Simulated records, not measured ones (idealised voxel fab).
process module | voxel gate over fins
cross-section cut | 155 nm wide | cells 5 nm
A cross-section is a grid of square cells, given in bands from the top down. A band is one or more rows of cells.
Each band's line starts with the height of the band's top and of its bottom, in nm. Then come its materials from left to right, each with its width in nm. One material with "throughout" fills the band from edge to edge. "air" is empty space.
Height 0 is the level under which the wafer as received is all one material. The lowest band goes on downwards, as in "0 down".
A width such as "30 to 40" changes by the same amount from each row of cells to the next, from the band's top row to its bottom row.
"no change" after a step means that no cell of the cross-section changed.
closed voids: empty space of 8 cells or more with no open way to the top, each as width x height at its distance from the left edge, in nm
after a step's settings: what the simulator itself notes on the step
overlay nm, on a step with a mask: how far to the right of its planned place the mask lay; to the left if negative
Each pair below shows a cross-section before one step and the cross-section after it, down to the lowest band that changed. The line under each pair gives the step between them, with its settings. The pairs can come from different runs of this module on the same starting wafer, so a pair continues from the pair above only where its "before" says so.
before
  5 to 0: air 35 | HfO2 25 | air 30 | HfO2 25 | air 40
  0 to -10: air 35 | HfO2 5 | Si 15 | HfO2 5 | air 30 | HfO2 5 | Si 15 | HfO2 5 | air 40
  -10 to -15: HfO2 40 | Si 15 | HfO2 40 | Si 15 | HfO2 45
  -15 to -20: SiO2 40 | Si 15 | SiO2 40 | Si 15 | SiO2 45
  -20 to -25: SiO2 40 | Si 15 | SiO2 15 | TiN 15 | SiO2 10 | Si 15 | SiO2 45
  -25 to -30: SiO2 40 | Si 15 | SiO2 40 | Si 15 | SiO2 45
  -30 down: Si throughout
  closed voids: none
after
  10 to 5: air 30 | TiN 35 | air 20 | TiN 35 | air 35
  5 to 0: air 30 | TiN 5 | HfO2 25 | TiN 5 | air 20 | TiN 5 | HfO2 25 | TiN 5 | air 35
  0 to -5: air 30 | TiN 5 | HfO2 5 | Si 15 | HfO2 5 | TiN 5 | air 20 | TiN 5 | HfO2 5 | Si 15 | HfO2 5 | TiN 5 | air 35
  -5 to -10: TiN 35 | HfO2 5 | Si 15 | HfO2 5 | TiN 30 | HfO2 5 | Si 15 | HfO2 5 | TiN 40
  below -10: unchanged
  closed voids: none
the step between: op CONFORMAL_DEP | material TiN | thk nm 5
before: the cross-section after the pair above
after
  25 to 10: W throughout
  10 to 5: W 30 | TiN 35 | W 20 | TiN 35 | W 35
  5 to 0: W 30 | TiN 5 | HfO2 25 | TiN 5 | W 20 | TiN 5 | HfO2 25 | TiN 5 | W 35
  0 to -5: W 30 | TiN 5 | HfO2 5 | Si 15 | HfO2 5 | TiN 5 | W 20 | TiN 5 | HfO2 5 | Si 15 | HfO2 5 | TiN 5 | W 35
  below -5: unchanged
  closed voids: none
the step between: op FILL_DEP | material W | thk nm 15
before: the cross-section after the pair above
after
  20 to 10: W throughout
  below 10: unchanged
  closed voids: none
the step between: op CMP | height nm 20
before: the cross-section after the pair above
after
  30 to 20: SiCN throughout
  below 20: unchanged
  closed voids: none
the step between: op CONFORMAL_DEP | material SiCN | thk nm 10
before
  5 to 0: air 35 | HfO2 25 | air 30 | HfO2 25 | air 40
  0 to -10: air 35 | HfO2 5 | Si 15 | HfO2 5 | air 30 | HfO2 5 | Si 15 | HfO2 5 | air 40
  -10 to -15: HfO2 40 | Si 15 | HfO2 40 | Si 15 | HfO2 45
  -15 to -20: SiO2 40 | Si 15 | SiO2 40 | Si 15 | SiO2 45
  -20 to -25: SiO2 40 | Si 15 | SiO2 10 | TiN 15 | SiO2 15 | Si 15 | SiO2 45
  -25 to -30: SiO2 40 | Si 15 | SiO2 40 | Si 15 | SiO2 45
  -30 down: Si throughout
  closed voids: none
after
  10 to 5: air 30 | aC 35 | air 20 | aC 35 | air 35
  5 to 0: air 30 | aC 5 | HfO2 25 | aC 5 | air 20 | aC 5 | HfO2 25 | aC 5 | air 35
  0 to -5: air 30 | aC 5 | HfO2 5 | Si 15 | HfO2 5 | aC 5 | air 20 | aC 5 | HfO2 5 | Si 15 | HfO2 5 | aC 5 | air 35
  -5 to -10: aC 35 | HfO2 5 | Si 15 | HfO2 5 | aC 30 | HfO2 5 | Si 15 | HfO2 5 | aC 40
  below -10: unchanged
  closed voids: none
the step between: op CONFORMAL_DEP | material aC | thk nm 5
before: the cross-section after the pair above
after
  25 to 10: W throughout
  10 to 5: W 30 | aC 35 | W 20 | aC 35 | W 35
  5 to 0: W 30 | aC 5 | HfO2 25 | aC 5 | W 20 | aC 5 | HfO2 25 | aC 5 | W 35
  0 to -5: W 30 | aC 5 | HfO2 5 | Si 15 | HfO2 5 | aC 5 | W 20 | aC 5 | HfO2 5 | Si 15 | HfO2 5 | aC 5 | W 35
  below -5: unchanged
  closed voids: none
the step between: op FILL_DEP | material W | thk nm 15
before: the cross-section after the pair above
after
  20 to 10: W throughout
  below 10: unchanged
  closed voids: none
the step between: op CMP | height nm 20
before: the cross-section after the pair above
after
  30 to 20: SiCN throughout
  below 20: unchanged
  closed voids: none
the step between: op CONFORMAL_DEP | material SiCN | thk nm 10
before
  20 to 10: aC throughout
  10 to 0: SiO2 40 | SiN 15 | SiO2 40 | SiN 15 | SiO2 45
  0 to -30: SiO2 40 | Si 15 | SiO2 40 | Si 15 | SiO2 45
  -30 down: Si throughout
  closed voids: none
after
  45 to 20: air 65 | resist 15 | air 75
  below 20: unchanged
  closed voids: none
the step between: op PATTERN | tone cover | mask id RAIL | material resist | width nm 15 | thk nm 25 | overlay nm 0
before: the cross-section after the pair above
after
  35 to 20: air 65 | resist 15 | air 75
  20 to 10: air 65 | aC 15 | air 75
  below 10: unchanged
  closed voids: none
the step between: op DIRECTIONAL_ETCH | etch materials aC | depth nm 10
before: the cross-section after the pair above
after
  20 to 10: air 65 | aC 15 | air 75
  below 10: unchanged
  closed voids: none
the step between: op STRIP | etch materials resist
before: the cross-section after the pair above
after
  20 to 10: air 65 | aC 15 | air 75
  10 to 0: air 40 | SiN 15 | air 10 | SiO2 15 | air 15 | SiN 15 | air 45
  0 to -25: air 40 | Si 15 | air 10 | SiO2 15 | air 15 | Si 15 | air 45
  below -25: unchanged
  closed voids: none
the step between: op DIRECTIONAL_ETCH | etch materials SiO2 | depth nm 35
before: the cross-section after the pair above
after
  10 to 0: air 40 | SiN 15 | air 10 | SiO2 15 | air 15 | SiN 15 | air 45
  below 0: unchanged
  closed voids: none
the step between: op STRIP | etch materials aC
before: the cross-section after the pair above
after
  15 to 10: air 35 | TiN 50 | air 5 | TiN 25 | air 40
  10 to 0: air 35 | TiN 5 | SiN 15 | TiN 10 | SiO2 15 | TiN 5 | air 5 | TiN 5 | SiN 15 | TiN 5 | air 40
  0 to -20: air 35 | TiN 5 | Si 15 | TiN 10 | SiO2 15 | TiN 5 | air 5 | TiN 5 | Si 15 | TiN 5 | air 40
  -20 to -25: TiN 40 | Si 15 | TiN 10 | SiO2 15 | TiN 15 | Si 15 | TiN 45
  below -25: unchanged
  closed voids: none
the step between: op CONFORMAL_DEP | material TiN | thk nm 5
before: the cross-section after the pair above
after
  20 to 15: W throughout
  15 to 10: W 35 | TiN 50 | W 5 | TiN 25 | W 40
  10 to 0: W 35 | TiN 5 | SiN 15 | TiN 10 | SiO2 15 | TiN 5 | W 5 | TiN 5 | SiN 15 | TiN 5 | W 40
  0 to -20: W 35 | TiN 5 | Si 15 | TiN 10 | SiO2 15 | TiN 5 | W 5 | TiN 5 | Si 15 | TiN 5 | W 40
  below -20: unchanged
  closed voids: none
the step between: op FILL_DEP | material W | thk nm 5
before: the cross-section after the pair above
after
  10 to 0: W 35 | TiN 5 | SiN 15 | TiN 10 | SiO2 15 | TiN 5 | W 5 | TiN 5 | SiN 15 | TiN 5 | W 40
  below 0: unchanged
  closed voids: none
the step between: op CMP | height nm 10
before: the cross-section after the pair above
after
  10 to 0: air 40 | SiN 15 | air 10 | SiO2 15 | air 15 | SiN 15 | air 45
  0 to -20: air 40 | Si 15 | air 10 | SiO2 15 | air 15 | Si 15 | air 45
  below -20: unchanged
  closed voids: none
the step between: op SELECTIVE_ETCH | etch materials W Ru TiN | depth nm 30
before: the cross-section after the pair above
after
  15 to 10: SiO2 throughout
  10 to 0: SiO2 40 | SiN 15 | SiO2 40 | SiN 15 | SiO2 45
  0 to -20: SiO2 40 | Si 15 | SiO2 40 | Si 15 | SiO2 45
  below -20: unchanged
  closed voids: none
the step between: op FILL_DEP | material SiO2 | thk nm 5
before: the cross-section after the pair above
after
  10 to 0: SiO2 40 | SiN 15 | SiO2 40 | SiN 15 | SiO2 45
  below 0: unchanged
  closed voids: none
the step between: op CMP | height nm 10
before: the cross-section after the pair above
after
  10 to 0: air 40 | SiN 15 | air 40 | SiN 15 | air 45
  0 to -15: air 40 | Si 15 | air 40 | Si 15 | air 45
  below -15: unchanged
  closed voids: none
the step between: op SELECTIVE_ETCH | etch materials SiO2 | depth nm 25
before: the cross-section after the pair above
after
  0 to -15: air 40 | Si 15 | air 40 | Si 15 | air 45
  below -15: unchanged
  closed voids: none
the step between: op STRIP | etch materials SiN
before: the cross-section after the pair above
after
  5 to 0: air 35 | HfO2 25 | air 30 | HfO2 25 | air 40
  0 to -10: air 35 | HfO2 5 | Si 15 | HfO2 5 | air 30 | HfO2 5 | Si 15 | HfO2 5 | air 40
  -10 to -15: HfO2 40 | Si 15 | HfO2 40 | Si 15 | HfO2 45
  below -15: unchanged
  closed voids: none
the step between: op CONFORMAL_DEP | material HfO2 | thk nm 5
before: the cross-section after the pair above
after
  10 to 5: air 30 | TiN 35 | air 20 | TiN 35 | air 35
  5 to 0: air 30 | TiN 5 | HfO2 25 | TiN 5 | air 20 | TiN 5 | HfO2 25 | TiN 5 | air 35
  0 to -5: air 30 | TiN 5 | HfO2 5 | Si 15 | HfO2 5 | TiN 5 | air 20 | TiN 5 | HfO2 5 | Si 15 | HfO2 5 | TiN 5 | air 35
  -5 to -10: TiN 35 | HfO2 5 | Si 15 | HfO2 5 | TiN 30 | HfO2 5 | Si 15 | HfO2 5 | TiN 40
  below -10: unchanged
  closed voids: none
the step between: op CONFORMAL_DEP | material TiN | thk nm 5
before: the cross-section after the pair above
after
  25 to 10: W throughout
  10 to 5: W 30 | TiN 35 | W 20 | TiN 35 | W 35
  5 to 0: W 30 | TiN 5 | HfO2 25 | TiN 5 | W 20 | TiN 5 | HfO2 25 | TiN 5 | W 35
  0 to -5: W 30 | TiN 5 | HfO2 5 | Si 15 | HfO2 5 | TiN 5 | W 20 | TiN 5 | HfO2 5 | Si 15 | HfO2 5 | TiN 5 | W 35
  below -5: unchanged
  closed voids: none
the step between: op FILL_DEP | material W | thk nm 15
before: the cross-section after the pair above
after
  20 to 10: W throughout
  below 10: unchanged
  closed voids: none
the step between: op CMP | height nm 20
before: the cross-section after the pair above
after
  30 to 20: SiCN throughout
  below 20: unchanged
  closed voids: none
the step between: op CONFORMAL_DEP | material SiCN | thk nm 10
